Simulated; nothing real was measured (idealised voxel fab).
Name of the process module below: voxel gate over fins
The cross-section on display is named cut; it measures 195 nm wide, and its cells are 5 nm squares.
Cross-section = grid of square cells, listed top down in bands; band = one or more rows.
This entry defines a band. It first specifies the height of the band's top and the height of its bottom in nm, and then specifies the band's materials from left to right, stating each material with its width in nm. The word "edge to edge" identifies a single material that fills the band from edge to edge, while the word "empty" identifies empty space.
Heights are reckoned from 0. Under this level, the received wafer is all of one material. The bottommost band is open-ended downward, for example "0 nm and below".
Graded width ("30->40"): value in top row of band = first number; value in bottom row = second number; row-to-row change constant.
The designation "no modifications", where it is given for a processing step, indicates that no cell of the cross-section was altered in the course of that step.
"Closed cavities" lists enclosed empty spaces (at least 8 cells, no open path upward to the top), each as width x height at distance from the left edge, in nm.
It should be noted that, on the line of a given step, the content following the step's settings is a remark produced by the simulator itself with respect to that step.
overlay nm: mask right of planned place by this much (step with mask). Neg. = left.
**plan**
step 1: RECEIVE [material Si]
step 2: CONFORMAL_DEP [material SiN] [thk nm 5]
step 3: PATTERN [tone cover] [mask id FINS] [material resist] [width nm 15] [pitch nm 40] [thk nm 20] [overlay nm 0]
step 4: DIRECTIONAL_ETCH [etch materials SiN] [depth nm 5]
step 5: DIRECTIONAL_ETCH [etch materials Si] [depth nm 35]
step 6: STRIP [etch materials resist]
step 7: OXIDIZE [depth nm 5]
step 8: FILL_DEP [material SiO2] [thk nm 15]
step 9: CMP [height nm 5]
step 10: SELECTIVE_ETCH [etch materials SiO2] [depth nm 20]
step 11: STRIP [etch materials SiN]
step 12: CONFORMAL_DEP [material HfO2] [thk nm 5]
step 13: CONFORMAL_DEP [material TiN] [thk nm 5]
step 14: FILL_DEP [material W] [thk nm 15]
step 15: CMP [height nm 20]
step 16: CONFORMAL_DEP [material SiCN] [thk nm 10]
Variable across wafers: step 3 width nm (plan value is that of the first wafer; starting state common to all).
**Cross-section: the first of several wafers in its as-received state, i.e. following step 1**
  0 nm and below  Si edge to edge
  Closed cavities: none
**First of several wafers: cross-section at the end of the module, after step 16, its last step**
  30 nm to 20 nm  SiCN edge to edge
  20 nm to 10 nm  W edge to edge
  10 nm to 5 nm  65 nm W, 25 nm TiN, 15 nm W, 25 nm TiN, 65 nm W
  5 nm to 0 nm  65 nm W, 5 nm TiN, 15 nm HfO2, 5 nm TiN, 15 nm W, 5 nm TiN, 15 nm HfO2, 5 nm TiN, 65 nm W
  0 nm to -5 nm  65 nm W, 5 nm TiN, 5 nm HfO2, 5 nm Si, 5 nm HfO2, 5 nm TiN, 15 nm W, 5 nm TiN, 5 nm HfO2, 5 nm Si, 5 nm HfO2, 5 nm TiN, 65 nm W
  -5 nm to -10 nm  70 nm TiN, 5 nm HfO2, 5 nm Si, 5 nm HfO2, 25 nm TiN, 5 nm HfO2, 5 nm Si, 5 nm HfO2, 70 nm TiN
  -10 nm to -15 nm  75 nm HfO2, 5 nm Si, 35 nm HfO2, 5 nm Si, 75 nm HfO2
  -15 nm to -40 nm  75 nm SiO2, 5 nm Si, 35 nm SiO2, 5 nm Si, 75 nm SiO2
  -40 nm and below  Si edge to edge
  Closed cavities: none
**Final wafer cross-section at module end**
  30 nm to 20 nm  SiCN edge to edge
  20 nm to 10 nm  W edge to edge
  10 nm to 5 nm  60 nm W, 35 nm TiN, 5 nm W, 35 nm TiN, 60 nm W
  5 nm to 0 nm  60 nm W, 5 nm TiN, 25 nm HfO2, 5 nm TiN, 5 nm W, 5 nm TiN, 25 nm HfO2, 5 nm TiN, 60 nm W
  0 nm to -5 nm  60 nm W, 5 nm TiN, 5 nm HfO2, 15 nm Si, 5 nm HfO2, 5 nm TiN, 5 nm W, 5 nm TiN, 5 nm HfO2, 15 nm Si, 5 nm HfO2, 5 nm TiN, 60 nm W
  -5 nm to -10 nm  65 nm TiN, 5 nm HfO2, 15 nm Si, 5 nm HfO2, 15 nm TiN, 5 nm HfO2, 15 nm Si, 5 nm HfO2, 65 nm TiN
  -10 nm to -15 nm  70 nm HfO2, 15 nm Si, 25 nm HfO2, 15 nm Si, 70 nm HfO2
  -15 nm to -40 nm  70 nm SiO2, 15 nm Si, 25 nm SiO2, 15 nm Si, 70 nm SiO2
  -40 nm and below  Si edge to edge
  Closed cavities: none
**So in this table every wafer gets its own row, and what you see is where it stands at the end of the module: for each material, how many cells it picked up (+) or gave up (-) since we received it, and after that its closed voids**
width nm 15; +51 HfO2; -296 Si; +78 SiCN; +185 SiO2; +51 TiN; +165 W; Closed cavities: none
width nm 20; +51 HfO2; -280 Si; +78 SiCN; +175 SiO2; +51 TiN; +159 W; Closed cavities: none
width nm 25; +51 HfO2; -264 Si; +78 SiCN; +165 SiO2; +51 TiN; +153 W; Closed cavities: none
